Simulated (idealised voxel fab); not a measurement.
process module | voxel ribs on slabs
cross-section cut | 250 nm wide | cells 5 nm
A cross-section is a grid of square cells, given in bands from the top down. A band is one or more rows of cells.
Each band's line starts with the height of the band's top and of its bottom, in nm. Then come its materials from left to right, each with its width in nm. One material with "throughout" fills the band from edge to edge. "air" is empty space.
Height 0 is the level under which the wafer as received is all one material. The lowest band goes on downwards, as in "0 down".
A width such as "30 to 40" changes by the same amount from each row of cells to the next, from the band's top row to its bottom row.
"no change" after a step means that no cell of the cross-section changed.
closed voids: empty space of 8 cells or more with no open way to the top, each as width x height at its distance from the left edge, in nm
after a step's settings: what the simulator itself notes on the step
overlay nm, on a step with a mask: how far to the right of its planned place the mask lay; to the left if negative
plan
1 op RECEIVE | material Si
2 op DIRECTIONAL_DEP | material SiO2 | thk nm 25
3 op DIRECTIONAL_DEP | material polySi | thk nm 15
4 op PATTERN | tone cover | mask id RIB | material resist | width nm 30 | thk nm 20 | overlay nm 0
5 op DIRECTIONAL_ETCH | etch materials polySi | depth nm 10
6 op STRIP | etch materials resist
7 op MASKED_ETCH | tone cover | mask id SLAB | width nm 90 | etch materials polySi | depth nm 5 | overlay nm 0
8 op FILL_DEP | material SiO2 | thk nm 25
9 op CMP | height nm 60
10 op DIRECTIONAL_DEP | material TiN | thk nm 5
11 op MASKED_ETCH | tone cover | mask id HEATER | width nm 40 | etch materials TiN | depth nm 5 | overlay nm 0
12 op CONFORMAL_DEP | material SiO2 | thk nm 10
as received, after step 1
  0 down: Si throughout
  closed voids: none
a wafer at the end: this start, this plan, one mistake
  75 to 70: air 95 | SiO2 60 | air 95
  70 to 65: SiO2 throughout
  65 to 60: SiO2 105 | TiN 40 | SiO2 105
  60 to 55: SiO2 throughout
  55 to 45: SiO2 110 | polySi 30 | SiO2 110
  45 to 40: SiO2 80 | polySi 90 | SiO2 80
  40 to 25: polySi throughout
  25 to 0: SiO2 throughout
  0 down: Si throughout
  closed voids: none
what went wrong: step 3 was run twice
